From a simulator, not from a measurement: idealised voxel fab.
process module | voxel transistor to metal
cross-section cut | 260 nm wide | cells 5 nm
A cross-section is a grid of square cells, given in bands from the top down. A band is one or more rows of cells.
Each band's line starts with the height of the band's top and of its bottom, in nm. Then come its materials from left to right, each with its width in nm. One material with "throughout" fills the band from edge to edge. "air" is empty space.
Height 0 is the level under which the wafer as received is all one material. The lowest band goes on downwards, as in "0 down".
A width such as "30 to 40" changes by the same amount from each row of cells to the next, from the band's top row to its bottom row.
"no change" after a step means that no cell of the cross-section changed.
closed voids: empty space of 8 cells or more with no open way to the top, each as width x height at its distance from the left edge, in nm
after a step's settings: what the simulator itself notes on the step
overlay nm, on a step with a mask: how far to the right of its planned place the mask lay; to the left if negative
plan
1 op RECEIVE | material Si
2 op CONFORMAL_DEP | material SiO2 | thk nm 5
3 op CONFORMAL_DEP | material SiN | thk nm 15
4 op DIRECTIONAL_DEP | material aC | thk nm 15
5 op PATTERN | tone cover | mask id ACTIVE | material resist | width nm 105 | pitch nm 125 | thk nm 35 | overlay nm 0
6 op DIRECTIONAL_ETCH | etch materials aC | depth nm 15
7 op STRIP | etch materials resist
8 op DIRECTIONAL_ETCH | etch materials SiN | depth nm 15
9 op DIRECTIONAL_ETCH | etch materials SiO2 | depth nm 5
10 op DIRECTIONAL_ETCH | etch materials Si | depth nm 30
11 op STRIP | etch materials aC
12 op FILL_DEP | material SiO2 | thk nm 10
13 op CMP | height nm 20
14 op SELECTIVE_ETCH | etch materials SiO2 | depth nm 5
15 op STRIP | etch materials SiN
16 op SELECTIVE_ETCH | etch materials SiO2 | depth nm 5
17 op OXIDIZE | depth nm 5
18 op DIRECTIONAL_DEP | material polySi | thk nm 25
19 op DIRECTIONAL_DEP | material SiCN | thk nm 10
20 op MASKED_ETCH | tone cover | mask id GATE | width nm 15 | pitch nm 125 | etch materials SiCN | depth nm 20 | overlay nm -5
21 op MASKED_ETCH | tone cover | mask id GATE | width nm 15 | pitch nm 125 | etch materials polySi | depth nm 35 | overlay nm 0
22 op CONFORMAL_DEP | material SiN | thk nm 5
23 op DIRECTIONAL_ETCH | etch materials SiN | depth nm 5
24 op DIRECTIONAL_ETCH | etch materials SiO2 | depth nm 5
25 op EPI | material nSi | thk nm 5
26 op FILL_DEP | material SiO2 | thk nm 10
27 op CMP | height nm 35
28 op DIRECTIONAL_DEP | material SiO2 | thk nm 10
29 op DIRECTIONAL_DEP | material aC | thk nm 10
30 op PATTERN | tone open | mask id CONTACT | material resist | width nm 20 | thk nm 25 | overlay nm 0
31 op DIRECTIONAL_ETCH | etch materials aC | depth nm 10
32 op STRIP | etch materials resist
33 op DIRECTIONAL_ETCH | etch materials SiO2 | depth nm 45
34 op STRIP | etch materials aC
35 op CONFORMAL_DEP | material TiN | thk nm 5
36 op FILL_DEP | material W | thk nm 10
37 op CMP | height nm 45
38 op DIRECTIONAL_DEP | material TiN | thk nm 5
39 op DIRECTIONAL_DEP | material W | thk nm 20
40 op MASKED_ETCH | tone cover | mask id METAL_1 | width nm 20 | etch materials W | depth nm 20 | overlay nm 0
41 op MASKED_ETCH | tone cover | mask id METAL_1 | width nm 20 | etch materials TiN | depth nm 5 | overlay nm 0
42 op FILL_DEP | material lowk | thk nm 5
43 op CMP | height nm 70
44 op CONFORMAL_DEP | material SiCN | thk nm 5
45 op DIRECTIONAL_DEP | material SiO2 | thk nm 25
46 op PATTERN | tone open | mask id METAL_2 | material resist | width nm 20 | pitch nm 125 | thk nm 15 | overlay nm 0
47 op DIRECTIONAL_ETCH | etch materials SiO2 | depth nm 15
48 op STRIP | etch materials resist
49 op PATTERN | tone open | mask id METAL_2_HOLES | material resist | width nm 15 | pitch nm 125 | thk nm 20 | overlay nm 0
50 op DIRECTIONAL_ETCH | etch materials SiO2 | depth nm 10
51 op DIRECTIONAL_ETCH | etch materials SiCN | depth nm 5
52 op STRIP | etch materials resist
53 op CONFORMAL_DEP | material TiN | thk nm 5
54 op FILL_DEP | material Ru | thk nm 10
55 op CMP | height nm 100
56 op CONFORMAL_DEP | material SiN | thk nm 5
varied across the wafers: overlay nm of step 20. The plan shows the first wafer's value. All wafers start alike
first wafer as received, after step 1
  0 down: Si throughout
  closed voids: none
first wafer at the end, after step 56
  105 to 100: SiN throughout
  100 to 90: SiO2 20 | TiN 5 | Ru 10 | TiN 5 | SiO2 105 | TiN 5 | Ru 10 | TiN 5 | SiO2 95
  90 to 85: SiO2 20 | TiN 5 | Ru 5 | TiN 10 | SiO2 105 | TiN 5 | Ru 5 | TiN 10 | SiO2 95
  85 to 75: SiO2 20 | TiN 5 | Ru 5 | TiN 5 | SiO2 110 | TiN 5 | Ru 5 | TiN 5 | SiO2 100
  75 to 70: SiCN 20 | TiN 15 | SiCN 110 | TiN 15 | SiCN 100
  70 to 50: lowk 20 | W 20 | lowk 55 | W 20 | lowk 30 | W 20 | lowk 55 | W 20 | lowk 20
  50 to 45: lowk 20 | TiN 20 | lowk 55 | TiN 20 | lowk 30 | TiN 20 | lowk 55 | TiN 20 | lowk 20
  45 to 35: SiO2 20 | TiN 5 | W 10 | TiN 5 | SiO2 55 | TiN 5 | W 10 | TiN 5 | SiO2 30 | TiN 5 | W 10 | TiN 5 | SiO2 55 | TiN 5 | W 10 | TiN 5 | SiO2 20
  35 to 25: SiO2 20 | TiN 5 | W 10 | TiN 5 | SiO2 10 | SiN 5 | SiCN 15 | SiN 5 | SiO2 20 | TiN 5 | W 10 | TiN 5 | SiO2 30 | TiN 5 | W 10 | TiN 5 | SiO2 10 | SiN 5 | SiCN 15 | SiN 5 | SiO2 20 | TiN 5 | W 10 | TiN 5 | SiO2 20
  25 to 10: SiO2 20 | TiN 5 | W 10 | TiN 5 | SiO2 10 | SiN 5 | polySi 20 | SiN 5 | SiO2 15 | TiN 5 | W 10 | TiN 5 | SiO2 30 | TiN 5 | W 10 | TiN 5 | SiO2 10 | SiN 5 | polySi 20 | SiN 5 | SiO2 15 | TiN 5 | W 10 | TiN 5 | SiO2 20
  10 to 5: SiO2 10 | SiN 5 | SiO2 5 | TiN 5 | W 10 | TiN 5 | SiO2 10 | SiN 5 | polySi 20 | SiN 5 | SiO2 15 | TiN 5 | W 10 | TiN 5 | SiO2 5 | SiN 5 | SiO2 10 | SiN 5 | SiO2 5 | TiN 5 | W 10 | TiN 5 | SiO2 10 | SiN 5 | polySi 20 | SiN 5 | SiO2 15 | TiN 5 | W 10 | TiN 5 | SiO2 5 | SiN 5 | SiO2 10
  5 to 0: SiO2 10 | SiN 5 | SiO2 5 | TiN 20 | SiO2 10 | SiN 5 | polySi 20 | SiN 5 | SiO2 15 | TiN 20 | SiO2 5 | SiN 5 | SiO2 10 | SiN 5 | SiO2 5 | TiN 20 | SiO2 10 | SiN 5 | polySi 20 | SiN 5 | SiO2 15 | TiN 20 | SiO2 5 | SiN 5 | SiO2 10
  0 to -5: SiO2 15 | nSi 35 | SiO2 30 | nSi 40 | SiO2 20 | nSi 35 | SiO2 30 | nSi 40 | SiO2 15
  -5 to -30: SiO2 15 | Si 105 | SiO2 20 | Si 105 | SiO2 15
  -30 down: Si throughout
  closed voids: none
last wafer at the end
  105 to 100: SiN throughout
  100 to 90: SiO2 20 | TiN 5 | Ru 10 | TiN 5 | SiO2 105 | TiN 5 | Ru 10 | TiN 5 | SiO2 95
  90 to 85: SiO2 20 | TiN 5 | Ru 5 | TiN 10 | SiO2 105 | TiN 5 | Ru 5 | TiN 10 | SiO2 95
  85 to 75: SiO2 20 | TiN 5 | Ru 5 | TiN 5 | SiO2 110 | TiN 5 | Ru 5 | TiN 5 | SiO2 100
  75 to 70: SiCN 20 | TiN 15 | SiCN 110 | TiN 15 | SiCN 100
  70 to 50: lowk 20 | W 20 | lowk 55 | W 20 | lowk 30 | W 20 | lowk 55 | W 20 | lowk 20
  50 to 45: lowk 20 | TiN 20 | lowk 55 | TiN 20 | lowk 30 | TiN 20 | lowk 55 | TiN 20 | lowk 20
  45 to 35: SiO2 20 | TiN 5 | W 10 | TiN 5 | SiO2 55 | TiN 5 | W 10 | TiN 5 | SiO2 30 | TiN 5 | W 10 | TiN 5 | SiO2 55 | TiN 5 | W 10 | TiN 5 | SiO2 20
  35 to 25: SiO2 20 | TiN 5 | W 10 | TiN 5 | SiO2 20 | SiN 5 | SiCN 15 | SiN 5 | SiO2 10 | TiN 5 | W 10 | TiN 5 | SiO2 30 | TiN 5 | W 10 | TiN 5 | SiO2 20 | SiN 5 | SiCN 15 | SiN 5 | SiO2 10 | TiN 5 | W 10 | TiN 5 | SiO2 20
  25 to 10: SiO2 20 | TiN 5 | W 10 | TiN 5 | SiO2 15 | SiN 5 | polySi 20 | SiN 5 | SiO2 10 | TiN 5 | W 10 | TiN 5 | SiO2 30 | TiN 5 | W 10 | TiN 5 | SiO2 15 | SiN 5 | polySi 20 | SiN 5 | SiO2 10 | TiN 5 | W 10 | TiN 5 | SiO2 20
  10 to 5: SiO2 10 | SiN 5 | SiO2 5 | TiN 5 | W 10 | TiN 5 | SiO2 15 | SiN 5 | polySi 20 | SiN 5 | SiO2 10 | TiN 5 | W 10 | TiN 5 | SiO2 5 | SiN 5 | SiO2 10 | SiN 5 | SiO2 5 | TiN 5 | W 10 | TiN 5 | SiO2 15 | SiN 5 | polySi 20 | SiN 5 | SiO2 10 | TiN 5 | W 10 | TiN 5 | SiO2 5 | SiN 5 | SiO2 10
  5 to 0: SiO2 10 | SiN 5 | SiO2 5 | TiN 20 | SiO2 15 | SiN 5 | polySi 20 | SiN 5 | SiO2 10 | TiN 20 | SiO2 5 | SiN 5 | SiO2 10 | SiN 5 | SiO2 5 | TiN 20 | SiO2 15 | SiN 5 | polySi 20 | SiN 5 | SiO2 10 | TiN 20 | SiO2 5 | SiN 5 | SiO2 10
  0 to -5: SiO2 15 | nSi 40 | SiO2 30 | nSi 35 | SiO2 20 | nSi 40 | SiO2 30 | nSi 35 | SiO2 15
  -5 to -30: SiO2 15 | Si 105 | SiO2 20 | Si 105 | SiO2 15
  -30 down: Si throughout
  closed voids: none
each wafer at the end: cells of each material gained (+) or lost (-) since it was received, then its closed voids
overlay nm -5 | +14 Ru | -102 Si | +58 SiCN | +88 SiN | +532 SiO2 | +124 TiN | +128 W | +180 lowk | +30 nSi | +40 polySi | closed voids: none
overlay nm 0 | +14 Ru | -102 Si | +58 SiCN | +88 SiN | +540 SiO2 | +124 TiN | +128 W | +180 lowk | +32 nSi | +30 polySi | closed voids: none
overlay nm 5 | +14 Ru | -102 Si | +58 SiCN | +88 SiN | +532 SiO2 | +124 TiN | +128 W | +180 lowk | +30 nSi | +40 polySi | closed voids: none
